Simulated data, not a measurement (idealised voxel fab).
The name of this process module is voxel lift off.
The cross-section shown here is cut; it is 280 nm wide and divided into square cells measuring 5 nm on a side.
Square cells in a grid make up a cross-section in this document, and the grid is given as bands, listed from the top down, each one or more rows of cells. The band entry comprises the height of the band's top followed by the height of its bottom, expressed in nm, and subsequently the band's materials from left to right, each stated together with its width in nm. Where a single material is marked with the word "edge to edge", that material fills the band from edge to edge. The word "empty" represents empty space. Height 0 is the level under which the wafer as received is all one material. The lowest band goes on downwards, as in "0 -> down". Think of "30..40" as a width that walks from the first number to the second as you go down the band, top row to bottom row, taking equal-sized steps from row to row. "nothing got changed" (step): cross-section cells unchanged, all of them. This entry, "Closed empty spaces", enumerates those empty regions of no fewer than 8 cells that possess no open connection to the top. Each region is reported in the form width x height at distance, the distance being taken from the left edge, with all three quantities expressed in nm. Read whatever lies past the settings on a step's line as the simulator's own remark about the step. overlay nm: mask offset rightward from planned place, masked step; negative means leftward offset.

### Process steps foreseen in the plan
1 RECEIVE | material Si
2 CONFORMAL_DEP | material SiO2 | thk nm 10
3 PATTERN | tone open | mask id LINES | material resist | width nm 25 | pitch nm 40 | thk nm 20 | overlay nm 0
4 DIRECTIONAL_DEP | material Ru | thk nm 5
5 STRIP | etch materials resist
6 CONFORMAL_DEP | material SiCN | thk nm 5

### First of two wafers - as planned

### Cross-section of the wafer at receipt, which is the condition after step 1
> 0 -> down: Si edge to edge
> Closed empty spaces: none

### The wafer in cross-section once step 2 is complete
> 10 -> 0: SiO2 edge to edge
> Anything lower than 0 is untouched.

### The wafer in cross-section once step 3 is complete
> 30 -> 10: resist 105 nm, empty 25 nm, resist 15 nm, empty 25 nm, resist 110 nm
> Anything lower than 10 is untouched.

### The wafer in cross-section once step 4 is complete
> 35 -> 30: Ru 105 nm, empty 25 nm, Ru 15 nm, empty 25 nm, Ru 110 nm
> 30 -> 15: resist 105 nm, empty 25 nm, resist 15 nm, empty 25 nm, resist 110 nm
> 15 -> 10: resist 105 nm, Ru 25 nm, resist 15 nm, Ru 25 nm, resist 110 nm
> Anything lower than 10 is untouched.

### The wafer in cross-section once step 5 is complete
> 15 -> 10: empty 105 nm, Ru 25 nm, empty 15 nm, Ru 25 nm, empty 110 nm
> Anything lower than 10 is untouched.

### The wafer in cross-section once step 6 is complete
> 20 -> 15: empty 100 nm, SiCN 35 nm, empty 5 nm, SiCN 35 nm, empty 105 nm
> 15 -> 10: SiCN 105 nm, Ru 25 nm, SiCN 15 nm, Ru 25 nm, SiCN 110 nm
> Anything lower than 10 is untouched.

### For the second wafer, take the first wafer's start and plan, then add one mistake made in running it; everything through step 2, that step included, is shared with the first

### Look at the second wafer in cross-section at the time step 3 ought to have finished
> 30 -> 10: resist 110 nm, empty 20 nm, resist 20 nm, empty 20 nm, resist 110 nm
> Anything lower than 10 is untouched.

### Look at the second wafer in cross-section at the time step 4 ought to have finished
> 35 -> 30: Ru 110 nm, empty 20 nm, Ru 20 nm, empty 20 nm, Ru 110 nm
> 30 -> 15: resist 110 nm, empty 20 nm, resist 20 nm, empty 20 nm, resist 110 nm
> 15 -> 10: resist 110 nm, Ru 20 nm, resist 20 nm, Ru 20 nm, resist 110 nm
> Anything lower than 10 is untouched.

### Look at the second wafer in cross-section at the time step 5 ought to have finished
> 15 -> 10: empty 110 nm, Ru 20 nm, empty 20 nm, Ru 20 nm, empty 110 nm
> Anything lower than 10 is untouched.

### Look at the second wafer in cross-section at the time step 6 ought to have finished
> 20 -> 15: empty 105 nm, SiCN 30 nm, empty 10 nm, SiCN 30 nm, empty 105 nm
> 15 -> 10: SiCN 110 nm, Ru 20 nm, SiCN 20 nm, Ru 20 nm, SiCN 110 nm
> Anything lower than 10 is untouched.
What was done differently from what was planned? step 3, actual vs plan mismatch, actual run PATTERN | tone open | mask id LINES | material resist | width nm 20 | pitch nm 40 | thk nm 20 | overlay nm 0
End of process, cell counts, second wafer against first, materials with more or fewer: Ru -2
